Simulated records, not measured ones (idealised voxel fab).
The process module that follows is named voxel released beams.
Displayed cross-section: cut, width of 160 nm, square cells sized 5 nm.
Cross-section layout: square cells on a grid; listed as bands, top to bottom; a band spans one or more cell rows. The entry gives the band's vertical extent as a top height and a bottom height in nm, then its horizontal make-up as materials from left to right, each with a width in nm. "air" stands for empty space; a single material marked "full width" fills the band edge to edge. Heights are expressed relative to 0, this being the level below which the as-received wafer comprises one material exclusively. The lowest band is unbounded in the downward direction and is denoted as in "0 -> down". When a width is written as two numbers, as in "30->40", the first number is the width in the top row of cells of the band and the second is the width in its bottom row, and the width changes by the same amount from each row to the next. The designation "everything unchanged", where it is given for a processing step, indicates that no cell of the cross-section was altered in the course of that step. The entry "Cavities, closed" lists the empty spaces that cover at least 8 cells and have no open path to the top. Each is written as width x height at distance, where the distance is measured from the left edge and all three values are in nm. On a step's line, text after the settings is the simulator commenting on that step. You can add "overlay nm" to a step's line. For a step with a mask, it describes how far the mask lay to the right of its planned position, and a negative number describes a lay to the left.

-- Planned step list for the process
1. RECEIVE with material Si
2. CONFORMAL_DEP with material Al2O3, thk nm 5
3. DIRECTIONAL_DEP with material SiO2, thk nm 20
4. DIRECTIONAL_DEP with material aC, thk nm 10
5. PATTERN with tone open, mask id ANCHOR, material resist, width nm 25, thk nm 25, overlay nm 0
6. DIRECTIONAL_ETCH with etch materials aC, depth nm 10
7. STRIP with etch materials resist
8. DIRECTIONAL_ETCH with etch materials SiO2, depth nm 20
9. STRIP with etch materials aC
10. CONFORMAL_DEP with material polySi, thk nm 10
11. PATTERN with tone cover, mask id BEAM, material resist, width nm 90, thk nm 15, overlay nm 0
12. DIRECTIONAL_ETCH with etch materials polySi, depth nm 10
13. STRIP with etch materials resist
14. STRIP with etch materials SiO2

-- Of two wafers, the first: run according to plan

-- Cross-section of the wafer as it came to us, i.e., already through step 1
	0 -> down | Si full width
	Cavities, closed: none

-- Cross-sectional representation of the wafer at the conclusion of step 2
	5 -> 0 | Al2O3 full width
	All layers under 0 are left as they were.

-- Cross-sectional representation of the wafer at the conclusion of step 3
	25 -> 5 | SiO2 full width
	All layers under 5 are left as they were.

-- Cross-sectional representation of the wafer at the conclusion of step 4
	35 -> 25 | aC full width
	All layers under 25 are left as they were.

-- Cross-sectional representation of the wafer at the conclusion of step 5
	60 -> 35 | resist: 35 | air: 25 | resist: 100
	All layers under 35 are left as they were.

-- Cross-sectional representation of the wafer at the conclusion of step 6
	50 -> 35 | resist: 35 | air: 25 | resist: 100
	35 -> 25 | aC: 35 | air: 25 | aC: 100
	All layers under 25 are left as they were.

-- Cross-sectional representation of the wafer at the conclusion of step 7
	35 -> 25 | aC: 35 | air: 25 | aC: 100
	All layers under 25 are left as they were.

-- Cross-sectional representation of the wafer at the conclusion of step 8
	35 -> 25 | aC: 35 | air: 25 | aC: 100
	25 -> 5 | SiO2: 35 | air: 25 | SiO2: 100
	All layers under 5 are left as they were.

-- Cross-sectional representation of the wafer at the conclusion of step 9
	25 -> 5 | SiO2: 35 | air: 25 | SiO2: 100
	All layers under 5 are left as they were.

-- Cross-sectional representation of the wafer at the conclusion of step 10
	35 -> 25 | polySi: 45 | air: 5 | polySi: 110
	25 -> 15 | SiO2: 35 | polySi: 10 | air: 5 | polySi: 10 | SiO2: 100
	15 -> 5 | SiO2: 35 | polySi: 25 | SiO2: 100
	All layers under 5 are left as they were.

-- Cross-sectional representation of the wafer at the conclusion of step 11
	50 -> 35 | air: 30 | resist: 90 | air: 40
	35 -> 25 | polySi: 45 | resist: 5 | polySi: 110
	25 -> 15 | SiO2: 35 | polySi: 10 | resist: 5 | polySi: 10 | SiO2: 100
	All layers under 15 are left as they were.

-- Cross-sectional representation of the wafer at the conclusion of step 12
	50 -> 35 | air: 30 | resist: 90 | air: 40
	35 -> 25 | air: 30 | polySi: 15 | resist: 5 | polySi: 70 | air: 40
	All layers under 25 are left as they were.

-- Cross-sectional representation of the wafer at the conclusion of step 13
	35 -> 25 | air: 30 | polySi: 15 | air: 5 | polySi: 70 | air: 40
	25 -> 15 | SiO2: 35 | polySi: 10 | air: 5 | polySi: 10 | SiO2: 100
	All layers under 15 are left as they were.

-- Cross-sectional representation of the wafer at the conclusion of step 14
	35 -> 25 | air: 30 | polySi: 15 | air: 5 | polySi: 70 | air: 40
	25 -> 15 | air: 35 | polySi: 10 | air: 5 | polySi: 10 | air: 100
	15 -> 5 | air: 35 | polySi: 25 | air: 100
	All layers under 5 are left as they were.

-- The second wafer: identical to the first at the outset and in its planned sequence, differing only in that one mistake was made during processing; up to and including step 4, its path is the first wafer's path

-- Second wafer: cross-section at the scheduled end of step 5
	60 -> 35 | air: 35 | resist: 25 | air: 100
	All layers under 35 are left as they were.

-- Second wafer: cross-section at the scheduled end of step 6
	50 -> 35 | air: 35 | resist: 25 | air: 100
	35 -> 25 | air: 35 | aC: 25 | air: 100
	All layers under 25 are left as they were.

-- Second wafer: cross-section at the scheduled end of step 7
	35 -> 25 | air: 35 | aC: 25 | air: 100
	All layers under 25 are left as they were.

-- Second wafer: cross-section at the scheduled end of step 8
	35 -> 25 | air: 35 | aC: 25 | air: 100
	25 -> 5 | air: 35 | SiO2: 25 | air: 100
	All layers under 5 are left as they were.

-- Second wafer: cross-section at the scheduled end of step 9
	25 -> 5 | air: 35 | SiO2: 25 | air: 100
	All layers under 5 are left as they were.

-- Second wafer: cross-section at the scheduled end of step 10
	35 -> 25 | air: 25 | polySi: 45 | air: 90
	25 -> 15 | air: 25 | polySi: 10 | SiO2: 25 | polySi: 10 | air: 90
	15 -> 5 | polySi: 35 | SiO2: 25 | polySi: 100
	All layers under 5 are left as they were.

-- Second wafer: cross-section at the scheduled end of step 11
	50 -> 35 | air: 30 | resist: 90 | air: 40
	35 -> 25 | air: 25 | polySi: 45 | resist: 50 | air: 40
	25 -> 15 | air: 25 | polySi: 10 | SiO2: 25 | polySi: 10 | resist: 50 | air: 40
	All layers under 15 are left as they were.

-- Second wafer: cross-section at the scheduled end of step 12
	50 -> 35 | air: 30 | resist: 90 | air: 40
	35 -> 25 | air: 30 | polySi: 40 | resist: 50 | air: 40
	25 -> 15 | air: 25 | polySi: 10 | SiO2: 25 | polySi: 10 | resist: 50 | air: 40
	15 -> 5 | air: 25 | polySi: 10 | SiO2: 25 | polySi: 60 | air: 40
	All layers under 5 are left as they were.

-- Second wafer: cross-section at the scheduled end of step 13
	35 -> 25 | air: 30 | polySi: 40 | air: 90
	25 -> 15 | air: 25 | polySi: 10 | SiO2: 25 | polySi: 10 | air: 90
	All layers under 15 are left as they were.

Second wafer: cross-section at the scheduled end of step 14: everything unchanged
Nonconformance to the process plan: step 5 off recipe, ran as PATTERN with tone cover, mask id ANCHOR, material resist, width nm 25, thk nm 25, overlay nm 0
FYI, end of process, the second wafer has more or fewer cells of some materials than the first: SiO2: 20 more
